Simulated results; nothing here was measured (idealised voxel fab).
The process module that follows is named voxel trench capacitor.
The figure presents cross-section cut, which has a width of 270 nm and is divided into square cells with an edge length of 5 nm.
Throughout this document, each cross-section is represented as a grid of square cells and is presented as a sequence of bands enumerated from the top downward, where a band comprises one or more rows of cells.
Top, bottom (nm), then materials left to right with widths (nm); lone material tagged "everywhere" fills the whole band edge to edge; "blank" = empty space.
Ref level 0: as-received wafer is one material below here. Bottom band extends down with no lower bound ("0 nm and below").
Read "30..40" as a graded width: first number on top, second number at the bottom, same change between each pair of neighbouring rows.
The cross-section has no changed cell in any step marked "left unchanged".
Empty spaces without an open route to the top, at least 8 cells in extent, make up the entry "Unvented cavities"; each is given as width x height at distance, where the distance is measured from the left edge, and all are in nm.
Heads up: the bit after the settings on a step's line is the simulator's remark on that step.
The setting "overlay nm" may be written on the line of a step. When the step uses a mask, the value reports how far to the right of the planned place the mask lay, and a negative value reports that it lay to the left.
## Steps planned for the process
1) RECEIVE (material Si)
2) CONFORMAL_DEP (material SiN; thk nm 10)
3) DIRECTIONAL_DEP (material aC; thk nm 15)
4) PATTERN (tone open; mask id TRENCH; material resist; width nm 25; pitch nm 40; thk nm 35; overlay nm 0)
5) DIRECTIONAL_ETCH (etch materials aC; depth nm 15)
6) STRIP (etch materials resist)
7) DIRECTIONAL_ETCH (etch materials SiN; depth nm 10)
8) DIRECTIONAL_ETCH (etch materials Si; depth nm 30)
9) STRIP (etch materials aC)
10) CONFORMAL_DEP (material HfO2; thk nm 5)
11) CONFORMAL_DEP (material TiN; thk nm 5)
12) FILL_DEP (material W; thk nm 5)
13) CMP (height nm 10)
## Account of the first of two wafers, which was processed as intended
## Wafer cross-section on receipt, i.e. after step 1
    0 nm and below  Si everywhere
    Unvented cavities: none
## Cross-section of the wafer after step 2
    10 nm to 0 nm  SiN everywhere
    All layers under 0 are left as they were.
## Cross-section of the wafer after step 3
    25 nm to 10 nm  aC everywhere
    All layers under 10 are left as they were.
## Cross-section of the wafer after step 4
    60 nm to 25 nm  resist (80) / blank (25) / resist (15) / blank (25) / resist (15) / blank (25) / resist (85)
    All layers under 25 are left as they were.
## Cross-section of the wafer after step 5
    45 nm to 25 nm  resist (80) / blank (25) / resist (15) / blank (25) / resist (15) / blank (25) / resist (85)
    25 nm to 10 nm  aC (80) / blank (25) / aC (15) / blank (25) / aC (15) / blank (25) / aC (85)
    All layers under 10 are left as they were.
## Cross-section of the wafer after step 6
    25 nm to 10 nm  aC (80) / blank (25) / aC (15) / blank (25) / aC (15) / blank (25) / aC (85)
    All layers under 10 are left as they were.
## Cross-section of the wafer after step 7
    25 nm to 10 nm  aC (80) / blank (25) / aC (15) / blank (25) / aC (15) / blank (25) / aC (85)
    10 nm to 0 nm  SiN (80) / blank (25) / SiN (15) / blank (25) / SiN (15) / blank (25) / SiN (85)
    All layers under 0 are left as they were.
## Cross-section of the wafer after step 8
    25 nm to 10 nm  aC (80) / blank (25) / aC (15) / blank (25) / aC (15) / blank (25) / aC (85)
    10 nm to 0 nm  SiN (80) / blank (25) / SiN (15) / blank (25) / SiN (15) / blank (25) / SiN (85)
    0 nm to -30 nm  Si (80) / blank (25) / Si (15) / blank (25) / Si (15) / blank (25) / Si (85)
    All layers under -30 are left as they were.
## Cross-section of the wafer after step 9
    10 nm to 0 nm  SiN (80) / blank (25) / SiN (15) / blank (25) / SiN (15) / blank (25) / SiN (85)
    All layers under 0 are left as they were.
## Cross-section of the wafer after step 10
    15 nm to 10 nm  HfO2 (85) / blank (15) / HfO2 (25) / blank (15) / HfO2 (25) / blank (15) / HfO2 (90)
    10 nm to 0 nm  SiN (80) / HfO2 (5) / blank (15) / HfO2 (5) / SiN (15) / HfO2 (5) / blank (15) / HfO2 (5) / SiN (15) / HfO2 (5) / blank (15) / HfO2 (5) / SiN (85)
    0 nm to -25 nm  Si (80) / HfO2 (5) / blank (15) / HfO2 (5) / Si (15) / HfO2 (5) / blank (15) / HfO2 (5) / Si (15) / HfO2 (5) / blank (15) / HfO2 (5) / Si (85)
    -25 nm to -30 nm  Si (80) / HfO2 (25) / Si (15) / HfO2 (25) / Si (15) / HfO2 (25) / Si (85)
    All layers under -30 are left as they were.
## Cross-section of the wafer after step 11
    20 nm to 15 nm  TiN (90) / blank (5) / TiN (35) / blank (5) / TiN (35) / blank (5) / TiN (95)
    15 nm to 10 nm  HfO2 (85) / TiN (5) / blank (5) / TiN (5) / HfO2 (25) / TiN (5) / blank (5) / TiN (5) / HfO2 (25) / TiN (5) / blank (5) / TiN (5) / HfO2 (90)
    10 nm to 0 nm  SiN (80) / HfO2 (5) / TiN (5) / blank (5) / TiN (5) / HfO2 (5) / SiN (15) / HfO2 (5) / TiN (5) / blank (5) / TiN (5) / HfO2 (5) / SiN (15) / HfO2 (5) / TiN (5) / blank (5) / TiN (5) / HfO2 (5) / SiN (85)
    0 nm to -20 nm  Si (80) / HfO2 (5) / TiN (5) / blank (5) / TiN (5) / HfO2 (5) / Si (15) / HfO2 (5) / TiN (5) / blank (5) / TiN (5) / HfO2 (5) / Si (15) / HfO2 (5) / TiN (5) / blank (5) / TiN (5) / HfO2 (5) / Si (85)
    -20 nm to -25 nm  Si (80) / HfO2 (5) / TiN (15) / HfO2 (5) / Si (15) / HfO2 (5) / TiN (15) / HfO2 (5) / Si (15) / HfO2 (5) / TiN (15) / HfO2 (5) / Si (85)
    All layers under -25 are left as they were.
## Cross-section of the wafer after step 12
    25 nm to 20 nm  W everywhere
    20 nm to 15 nm  TiN (90) / W (5) / TiN (35) / W (5) / TiN (35) / W (5) / TiN (95)
    15 nm to 10 nm  HfO2 (85) / TiN (5) / W (5) / TiN (5) / HfO2 (25) / TiN (5) / W (5) / TiN (5) / HfO2 (25) / TiN (5) / W (5) / TiN (5) / HfO2 (90)
    10 nm to 0 nm  SiN (80) / HfO2 (5) / TiN (5) / W (5) / TiN (5) / HfO2 (5) / SiN (15) / HfO2 (5) / TiN (5) / W (5) / TiN (5) / HfO2 (5) / SiN (15) / HfO2 (5) / TiN (5) / W (5) / TiN (5) / HfO2 (5) / SiN (85)
    0 nm to -20 nm  Si (80) / HfO2 (5) / TiN (5) / W (5) / TiN (5) / HfO2 (5) / Si (15) / HfO2 (5) / TiN (5) / W (5) / TiN (5) / HfO2 (5) / Si (15) / HfO2 (5) / TiN (5) / W (5) / TiN (5) / HfO2 (5) / Si (85)
    All layers under -20 are left as they were.
## Cross-section of the wafer after step 13
    10 nm to 0 nm  SiN (80) / HfO2 (5) / TiN (5) / W (5) / TiN (5) / HfO2 (5) / SiN (15) / HfO2 (5) / TiN (5) / W (5) / TiN (5) / HfO2 (5) / SiN (15) / HfO2 (5) / TiN (5) / W (5) / TiN (5) / HfO2 (5) / SiN (85)
    All layers under 0 are left as they were.
## Okay, second wafer. Nothing different at the start, nothing different in the plan, just one mistake somewhere in the running. As far as step 9, counting that step, it's the first wafer all over again
## Look at the second wafer in cross-section at the time step 10 ought to have finished
    15 nm to 10 nm  TiN (85) / blank (15) / TiN (25) / blank (15) / TiN (25) / blank (15) / TiN (90)
    10 nm to 0 nm  SiN (80) / TiN (5) / blank (15) / TiN (5) / SiN (15) / TiN (5) / blank (15) / TiN (5) / SiN (15) / TiN (5) / blank (15) / TiN (5) / SiN (85)
    0 nm to -25 nm  Si (80) / TiN (5) / blank (15) / TiN (5) / Si (15) / TiN (5) / blank (15) / TiN (5) / Si (15) / TiN (5) / blank (15) / TiN (5) / Si (85)
    -25 nm to -30 nm  Si (80) / TiN (25) / Si (15) / TiN (25) / Si (15) / TiN (25) / Si (85)
    All layers under -30 are left as they were.
## Look at the second wafer in cross-section at the time step 11 ought to have finished
    20 nm to 15 nm  HfO2 (90) / blank (5) / HfO2 (35) / blank (5) / HfO2 (35) / blank (5) / HfO2 (95)
    15 nm to 10 nm  TiN (85) / HfO2 (5) / blank (5) / HfO2 (5) / TiN (25) / HfO2 (5) / blank (5) / HfO2 (5) / TiN (25) / HfO2 (5) / blank (5) / HfO2 (5) / TiN (90)
    10 nm to 0 nm  SiN (80) / TiN (5) / HfO2 (5) / blank (5) / HfO2 (5) / TiN (5) / SiN (15) / TiN (5) / HfO2 (5) / blank (5) / HfO2 (5) / TiN (5) / SiN (15) / TiN (5) / HfO2 (5) / blank (5) / HfO2 (5) / TiN (5) / SiN (85)
    0 nm to -20 nm  Si (80) / TiN (5) / HfO2 (5) / blank (5) / HfO2 (5) / TiN (5) / Si (15) / TiN (5) / HfO2 (5) / blank (5) / HfO2 (5) / TiN (5) / Si (15) / TiN (5) / HfO2 (5) / blank (5) / HfO2 (5) / TiN (5) / Si (85)
    -20 nm to -25 nm  Si (80) / TiN (5) / HfO2 (15) / TiN (5) / Si (15) / TiN (5) / HfO2 (15) / TiN (5) / Si (15) / TiN (5) / HfO2 (15) / TiN (5) / Si (85)
    All layers under -25 are left as they were.
## Look at the second wafer in cross-section at the time step 12 ought to have finished
    25 nm to 20 nm  W everywhere
    20 nm to 15 nm  HfO2 (90) / W (5) / HfO2 (35) / W (5) / HfO2 (35) / W (5) / HfO2 (95)
    15 nm to 10 nm  TiN (85) / HfO2 (5) / W (5) / HfO2 (5) / TiN (25) / HfO2 (5) / W (5) / HfO2 (5) / TiN (25) / HfO2 (5) / W (5) / HfO2 (5) / TiN (90)
    10 nm to 0 nm  SiN (80) / TiN (5) / HfO2 (5) / W (5) / HfO2 (5) / TiN (5) / SiN (15) / TiN (5) / HfO2 (5) / W (5) / HfO2 (5) / TiN (5) / SiN (15) / TiN (5) / HfO2 (5) / W (5) / HfO2 (5) / TiN (5) / SiN (85)
    0 nm to -20 nm  Si (80) / TiN (5) / HfO2 (5) / W (5) / HfO2 (5) / TiN (5) / Si (15) / TiN (5) / HfO2 (5) / W (5) / HfO2 (5) / TiN (5) / Si (15) / TiN (5) / HfO2 (5) / W (5) / HfO2 (5) / TiN (5) / Si (85)
    All layers under -20 are left as they were.
## Look at the second wafer in cross-section at the time step 13 ought to have finished
    10 nm to 0 nm  SiN (80) / TiN (5) / HfO2 (5) / W (5) / HfO2 (5) / TiN (5) / SiN (15) / TiN (5) / HfO2 (5) / W (5) / HfO2 (5) / TiN (5) / SiN (15) / TiN (5) / HfO2 (5) / W (5) / HfO2 (5) / TiN (5) / SiN (85)
    All layers under 0 are left as they were.
Want to know what went wrong? swap of plan steps 10 and 11 during execution
Final difference in cells, second wafer against first, listed per material as more or fewer: 12 fewer of HfO2, 12 more of TiN
